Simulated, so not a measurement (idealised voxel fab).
Process module, titled voxel wiring stack
We display cut, a cross-section 210 nm in width whose square cells are each 5 nm.
In what follows, cross-sections appear as grids of square cells, described through bands that run from the top down, where every band is one or more rows of cells.
It is stipulated that each band's entry specify, in nanometres, the height of the top of the band and then that of its bottom, followed by the materials of the band in left-to-right sequence, each together with its width in nanometres. A single material marked by the word "all across" is understood to fill the band from edge to edge; the word "blank" is understood to denote empty space.
Height reference: 0 = level under which incoming wafer is all one material. Lowest band: no bottom, runs on downward, e.g. "top 0, no bottom".
Read "30->40" as a graded width: first number on top, second number at the bottom, same change between each pair of neighbouring rows.
Take "no modifications" at face value: in the step it is given for, the cross-section changed in none of its cells.
In "Enclosed cavity list" the enclosed voids are listed, meaning empty spaces of 8 cells or larger without any opening to the top. The form is width x height at distance, distance from the left edge, units nm.
If you see something after the settings on a step's line, that's the simulator's own remark about that step.
Each step line may optionally specify "overlay nm", which for a step with a mask gives the rightward distance between the mask's planned place and where it lay, a negative value indicating the leftward direction.

The planned process steps are enumerated hereunder
1. RECEIVE | material Si
2. CONFORMAL_DEP | material SiO2 | thk nm 10
3. CONFORMAL_DEP | material SiCN | thk nm 5
4. DIRECTIONAL_DEP | material SiO2 | thk nm 25
5. PATTERN | tone open | mask id METAL_1 | material resist | width nm 30 | pitch nm 60 | thk nm 20 | overlay nm 0
6. DIRECTIONAL_ETCH | etch materials SiO2 | depth nm 25
7. DIRECTIONAL_ETCH | etch materials SiCN | depth nm 5
8. STRIP | etch materials resist
9. CONFORMAL_DEP | material TiN | thk nm 5
10. FILL_DEP | material Cu | thk nm 5
11. CMP | height nm 40
12. CONFORMAL_DEP | material SiCN | thk nm 5
13. DIRECTIONAL_DEP | material lowk | thk nm 25
14. PATTERN | tone open | mask id METAL_2_HOLES | material resist | width nm 15 | pitch nm 60 | thk nm 20 | overlay nm 0
15. DIRECTIONAL_ETCH | etch materials lowk | depth nm 25
16. STRIP | etch materials resist
17. PATTERN | tone open | mask id METAL_2 | material resist | width nm 30 | pitch nm 60 | thk nm 20 | overlay nm -15
18. DIRECTIONAL_ETCH | etch materials lowk | depth nm 15
19. DIRECTIONAL_ETCH | etch materials SiCN | depth nm 5
20. STRIP | etch materials resist
21. CONFORMAL_DEP | material TiN | thk nm 5
22. FILL_DEP | material Ru | thk nm 10
23. CMP | height nm 70
24. CONFORMAL_DEP | material SiCN | thk nm 5
25. DIRECTIONAL_DEP | material SiO2 | thk nm 15
26. PATTERN | tone open | mask id PLUG_2 | material resist | width nm 15 | thk nm 15 | overlay nm 0
27. DIRECTIONAL_ETCH | etch materials SiO2 | depth nm 15
28. DIRECTIONAL_ETCH | etch materials SiCN | depth nm 5
29. STRIP | etch materials resist
30. EPI | material Ru | thk nm 10
31. EPI | material Ru | thk nm 10
32. DIRECTIONAL_DEP | material TiN | thk nm 5
33. DIRECTIONAL_DEP | material Ru | thk nm 20
34. PATTERN | tone cover | mask id METAL_3 | material resist | width nm 30 | pitch nm 60 | thk nm 20 | overlay nm 0
35. DIRECTIONAL_ETCH | etch materials Ru | depth nm 20
36. DIRECTIONAL_ETCH | etch materials TiN | depth nm 5
37. STRIP | etch materials resist
38. CONFORMAL_DEP | material SiCN | thk nm 5
39. FILL_DEP | material SiO2 | thk nm 10
40. CMP | height nm 115
41. CONFORMAL_DEP | material SiCN | thk nm 5
42. DIRECTIONAL_DEP | material SiO2 | thk nm 30
43. PATTERN | tone open | mask id METAL_4_HOLES | material resist | width nm 15 | pitch nm 60 | thk nm 15 | overlay nm 0
44. DIRECTIONAL_ETCH | etch materials SiO2 | depth nm 30
45. STRIP | etch materials resist
46. MASKED_ETCH | tone open | mask id METAL_4 | width nm 30 | pitch nm 60 | etch materials SiO2 | depth nm 15 | overlay nm 0
47. MASKED_ETCH | tone open | mask id METAL_4 | width nm 30 | pitch nm 60 | etch materials SiCN | depth nm 5 | overlay nm 0
48. CONFORMAL_DEP | material TiN | thk nm 5
49. FILL_DEP | material Cu | thk nm 10
50. CMP | height nm 150
51. CONFORMAL_DEP | material SiCN | thk nm 5
Same starting wafers, different overlay nm at step 17. Plan value belongs to the first wafer.

Cross-section of the first of several received wafers, showing its state after step 1
	top 0, no bottom: Si all across
	Enclosed cavity list: none

End of the module, past its last step, step 51: how the first of several wafers looks in cross-section
	top 155, bottom 150: SiCN all across
	top 150, bottom 140: SiO2=60  TiN=5  Cu=20  TiN=5  SiO2=30  TiN=5  Cu=20  TiN=5  SiO2=60
	top 140, bottom 135: SiO2=60  TiN=5  Cu=5  TiN=20  SiO2=30  TiN=5  Cu=5  TiN=20  SiO2=60
	top 135, bottom 120: SiO2=60  TiN=5  Cu=5  TiN=5  SiO2=45  TiN=5  Cu=5  TiN=5  SiO2=75
	top 120, bottom 115: SiCN=60  TiN=15  SiCN=45  TiN=15  SiCN=75
	top 115, bottom 95: SiO2=55  SiCN=5  Ru=30  SiCN=5  SiO2=20  SiCN=5  Ru=30  SiCN=5  SiO2=55
	top 95, bottom 90: SiCN=60  TiN=30  SiCN=30  TiN=30  SiCN=60
	top 90, bottom 75: SiO2=60  Ru=15  SiO2=135
	top 75, bottom 70: SiCN=60  Ru=15  SiCN=135
	top 70, bottom 60: lowk=45  TiN=5  Ru=20  TiN=5  lowk=30  TiN=5  Ru=20  TiN=5  lowk=75
	top 60, bottom 55: lowk=45  TiN=20  Ru=5  TiN=5  lowk=30  TiN=20  Ru=5  TiN=5  lowk=75
	top 55, bottom 45: lowk=60  TiN=5  Ru=5  TiN=5  lowk=45  TiN=5  Ru=5  TiN=5  lowk=75
	top 45, bottom 40: SiCN=60  TiN=15  SiCN=45  TiN=15  SiCN=75
	top 40, bottom 15: SiO2=60  TiN=5  Cu=20  TiN=5  SiO2=30  TiN=5  Cu=20  TiN=5  SiO2=60
	top 15, bottom 10: SiCN=60  TiN=30  SiCN=30  TiN=30  SiCN=60
	top 10, bottom 0: SiO2 all across
	top 0, no bottom: Si all across
	Enclosed cavity list: none

Cross-section of the last wafer at end of module
	top 155, bottom 150: SiCN all across
	top 150, bottom 140: SiO2=60  TiN=5  Cu=20  TiN=5  SiO2=30  TiN=5  Cu=20  TiN=5  SiO2=60
	top 140, bottom 135: SiO2=60  TiN=5  Cu=5  TiN=20  SiO2=30  TiN=5  Cu=5  TiN=20  SiO2=60
	top 135, bottom 120: SiO2=60  TiN=5  Cu=5  TiN=5  SiO2=45  TiN=5  Cu=5  TiN=5  SiO2=75
	top 120, bottom 115: SiCN=60  TiN=15  SiCN=45  TiN=15  SiCN=75
	top 115, bottom 95: SiO2=55  SiCN=5  Ru=30  SiCN=5  SiO2=20  SiCN=5  Ru=30  SiCN=5  SiO2=55
	top 95, bottom 90: SiCN=60  TiN=30  SiCN=30  TiN=30  SiCN=60
	top 90, bottom 75: SiO2=60  Ru=15  SiO2=135
	top 75, bottom 70: SiCN=60  Ru=15  SiCN=135
	top 70, bottom 60: lowk=60  TiN=5  Ru=35  TiN=5  lowk=15  TiN=5  Ru=35  TiN=5  lowk=45
	top 60, bottom 50: lowk=60  TiN=5  Ru=5  TiN=35->5  lowk=15->45  TiN=5  Ru=5  TiN=35->5  lowk=45->75
	top 50, bottom 45: lowk=60  TiN=15  lowk=45  TiN=15  lowk=75
	top 45, bottom 40: SiCN all across
	top 40, bottom 15: SiO2=60  TiN=5  Cu=20  TiN=5  SiO2=30  TiN=5  Cu=20  TiN=5  SiO2=60
	top 15, bottom 10: SiCN=60  TiN=30  SiCN=30  TiN=30  SiCN=60
	top 10, bottom 0: SiO2 all across
	top 0, no bottom: Si all across
	Enclosed cavity list: none

Where each wafer stands at the end of the module, a row apiece: cells of each material gained (+) or lost (-) since it was received, then closed voids
overlay nm -15; +64 Cu; +82 Ru; +229 SiCN; +653 SiO2; +112 TiN; +162 lowk; Enclosed cavity list: none
overlay nm -10; +64 Cu; +82 Ru; +229 SiCN; +653 SiO2; +112 TiN; +162 lowk; Enclosed cavity list: none
overlay nm -5; +64 Cu; +82 Ru; +229 SiCN; +653 SiO2; +112 TiN; +162 lowk; Enclosed cavity list: none
overlay nm 0; +64 Cu; +82 Ru; +229 SiCN; +653 SiO2; +112 TiN; +162 lowk; Enclosed cavity list: none
overlay nm 5; +64 Cu; +84 Ru; +231 SiCN; +653 SiO2; +114 TiN; +156 lowk; Enclosed cavity list: none
overlay nm 10; +64 Cu; +88 Ru; +233 SiCN; +653 SiO2; +114 TiN; +150 lowk; Enclosed cavity list: none
overlay nm 15; +64 Cu; +92 Ru; +235 SiCN; +653 SiO2; +114 TiN; +144 lowk; Enclosed cavity list: none
